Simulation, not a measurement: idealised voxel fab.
The following is a process module called voxel wiring stack.
Displayed cross-section: cut, width of 150 nm, square cells sized 5 nm.
Just so we're on the same page, the cross-sections are grids of square cells, and they're listed out in bands top to bottom, each band one or more rows deep.
Heights first: top, then bottom, in nm. Then materials, left to right, each with a width in nm. "everywhere" on a single material: fills the band edge to edge. "empty": empty space.
Height is counted from the level 0, under which the received wafer is composed throughout of one material. The lowest of the bands is not closed at the bottom but continues downward, in the notation "0 and below".
With a width like "30 to 40", each row of cells in the band differs from the next by the same amount, the top row carrying the first number and the bottom row the second.
Where a step carries "nothing got changed", the cross-section came out of it unchanged, cell for cell.
Closed-off voids of 8+ cells (no open route to the top) go in "Enclosed cavities", written width x height at distance from the left edge, in nm.
On a step's line, text after the settings is the simulator commenting on that step.
overlay nm: on a step with a mask, how far right of its planned place the mask lay; negative means left.
The planned process steps are enumerated hereunder:
1. RECEIVE [material Si]
2. CONFORMAL_DEP [material SiO2] [thk nm 15]
3. CONFORMAL_DEP [material SiCN] [thk nm 5]
4. DIRECTIONAL_DEP [material SiO2] [thk nm 15]
5. DIRECTIONAL_DEP [material aC] [thk nm 10]
6. PATTERN [tone open] [mask id METAL_1] [material resist] [width nm 25] [pitch nm 40] [thk nm 25] [overlay nm 0]
7. DIRECTIONAL_ETCH [etch materials aC] [depth nm 10]
8. STRIP [etch materials resist]
9. DIRECTIONAL_ETCH [etch materials SiO2] [depth nm 15]
10. DIRECTIONAL_ETCH [etch materials SiCN] [depth nm 5]
11. STRIP [etch materials aC]
12. CONFORMAL_DEP [material TiN] [thk nm 5]
13. FILL_DEP [material Cu] [thk nm 5]
14. CMP [height nm 35]
15. CONFORMAL_DEP [material SiCN] [thk nm 5]
16. DIRECTIONAL_DEP [material lowk] [thk nm 30]
17. DIRECTIONAL_DEP [material aC] [thk nm 15]
18. PATTERN [tone open] [mask id METAL_2] [material resist] [width nm 25] [pitch nm 40] [thk nm 30] [overlay nm 0]
19. DIRECTIONAL_ETCH [etch materials aC] [depth nm 15]
20. STRIP [etch materials resist]
21. DIRECTIONAL_ETCH [etch materials lowk] [depth nm 15]
22. STRIP [etch materials aC]
23. MASKED_ETCH [tone open] [mask id METAL_2_HOLES] [width nm 15] [pitch nm 80] [etch materials lowk] [depth nm 15] [overlay nm 0]
24. MASKED_ETCH [tone open] [mask id METAL_2_HOLES] [width nm 15] [pitch nm 80] [etch materials SiCN] [depth nm 5] [overlay nm 0]
25. CONFORMAL_DEP [material TiN] [thk nm 5]
26. FILL_DEP [material Ru] [thk nm 10]
27. CMP [height nm 70]
28. CONFORMAL_DEP [material SiN] [thk nm 5]
Here's what the wafer looked like in cross-section when it arrived - that's after step 1:
    0 and below: Si everywhere
    Enclosed cavities: none
Looking at the first of two wafers in cross-section at end of module - ran to plan:
    75 down to 70: SiN everywhere
    70 down to 60: lowk (20)  TiN (5)  Ru (15)  TiN (5)  lowk (15)  TiN (5)  Ru (15)  TiN (5)  lowk (15)  TiN (5)  Ru (15)  TiN (5)  lowk (25)
    60 down to 55: lowk (20)  TiN (5)  Ru (5)  TiN (15)  lowk (15)  TiN (25)  lowk (15)  TiN (5)  Ru (5)  TiN (15)  lowk (25)
    55 down to 40: lowk (20)  TiN (5)  Ru (5)  TiN (5)  lowk (65)  TiN (5)  Ru (5)  TiN (5)  lowk (35)
    40 down to 35: SiCN (20)  TiN (15)  SiCN (65)  TiN (15)  SiCN (35)
    35 down to 20: SiO2 (20)  TiN (5)  Cu (15)  TiN (5)  SiO2 (15)  TiN (5)  Cu (15)  TiN (5)  SiO2 (15)  TiN (5)  Cu (15)  TiN (5)  SiO2 (25)
    20 down to 15: SiCN (20)  TiN (25)  SiCN (15)  TiN (25)  SiCN (15)  TiN (25)  SiCN (25)
    15 down to 0: SiO2 everywhere
    0 and below: Si everywhere
    Enclosed cavities: none
Now the second wafer, cross-sectioned at the end of the module. Nothing different at the start, nothing different in the plan compared with the first, just one mistake when it was actually run:
    75 down to 70: SiN everywhere
    70 down to 65: Ru everywhere
    65 down to 60: TiN (25)  Ru (15)  TiN (25)  Ru (15)  TiN (25)  Ru (15)  TiN (30)
    60 down to 50: lowk (20)  TiN (5)  Ru (15)  TiN (5)  lowk (15)  TiN (5)  Ru (15)  TiN (5)  lowk (15)  TiN (5)  Ru (15)  TiN (5)  lowk (25)
    50 down to 45: lowk (20)  TiN (5)  Ru (5)  TiN (15)  lowk (15)  TiN (25)  lowk (15)  TiN (5)  Ru (5)  TiN (15)  lowk (25)
    45 down to 40: lowk (20)  TiN (5)  Ru (5)  TiN (5)  lowk (65)  TiN (5)  Ru (5)  TiN (5)  lowk (35)
    40 down to 35: SiCN (20)  TiN (15)  SiCN (65)  TiN (15)  SiCN (35)
    35 down to 20: SiO2 (20)  TiN (5)  Cu (15)  TiN (5)  SiO2 (15)  TiN (5)  Cu (15)  TiN (5)  SiO2 (15)  TiN (5)  Cu (15)  TiN (5)  SiO2 (25)
    20 down to 15: SiCN (20)  TiN (25)  SiCN (15)  TiN (25)  SiCN (15)  TiN (25)  SiCN (25)
    15 down to 0: SiO2 everywhere
    0 and below: Si everywhere
    Enclosed cavities: none
what went wrong: off-plan run, step 16, actual operation and settings DIRECTIONAL_DEP [material lowk] [thk nm 20]
Looking at both finished wafers in cells, the second ends up ahead of or behind the first on some materials: Ru: 35 more; TiN: 13 more; lowk: 48 fewer
